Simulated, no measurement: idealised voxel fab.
process module | voxel quadruple lines
cross-section cut | 280 nm wide | cells 5 nm
A cross-section is a grid of square cells, given in bands from the top down. A band is one or more rows of cells.
Each band's line starts with the height of the band's top and of its bottom, in nm. Then come its materials from left to right, each with its width in nm. One material with "throughout" fills the band from edge to edge. "air" is empty space.
Height 0 is the level under which the wafer as received is all one material. The lowest band goes on downwards, as in "0 down".
A width such as "30 to 40" changes by the same amount from each row of cells to the next, from the band's top row to its bottom row.
"no change" after a step means that no cell of the cross-section changed.
closed voids: empty space of 8 cells or more with no open way to the top, each as width x height at its distance from the left edge, in nm
after a step's settings: what the simulator itself notes on the step
overlay nm, on a step with a mask: how far to the right of its planned place the mask lay; to the left if negative
plan
1 op RECEIVE | material Si
2 op CONFORMAL_DEP | material SiO2 | thk nm 5
3 op DIRECTIONAL_DEP | material W | thk nm 15
4 op DIRECTIONAL_DEP | material polySi | thk nm 20
5 op DIRECTIONAL_DEP | material aC | thk nm 20
6 op PATTERN | tone cover | mask id MANDREL | material resist | width nm 15 | thk nm 30 | overlay nm 0
7 op DIRECTIONAL_ETCH | etch materials aC | depth nm 20
8 op STRIP | etch materials resist
9 op CONFORMAL_DEP | material SiO2 | thk nm 15
10 op DIRECTIONAL_ETCH | etch materials SiO2 | depth nm 15
11 op STRIP | etch materials aC
12 op DIRECTIONAL_ETCH | etch materials polySi | depth nm 20
13 op STRIP | etch materials SiO2
14 op CONFORMAL_DEP | material SiCN | thk nm 5
15 op DIRECTIONAL_ETCH | etch materials SiCN | depth nm 5
16 op STRIP | etch materials polySi
17 op DIRECTIONAL_ETCH | etch materials W | depth nm 15
18 op STRIP | etch materials SiCN
varied across the wafers: width nm of step 6. The plan shows the first wafer's value. All wafers start alike
first wafer as received, after step 1
  0 down: Si throughout
  closed voids: none
each wafer at the end: cells of each material gained (+) or lost (-) since it was received, then its closed voids
width nm 15 | +56 SiO2 | +12 W | closed voids: none
width nm 20 | +56 SiO2 | +12 W | closed voids: none
width nm 25 | +56 SiO2 | +12 W | closed voids: none
width nm 30 | +56 SiO2 | +12 W | closed voids: none
width nm 35 | +56 SiO2 | +12 W | closed voids: none
width nm 40 | +56 SiO2 | +12 W | closed voids: none
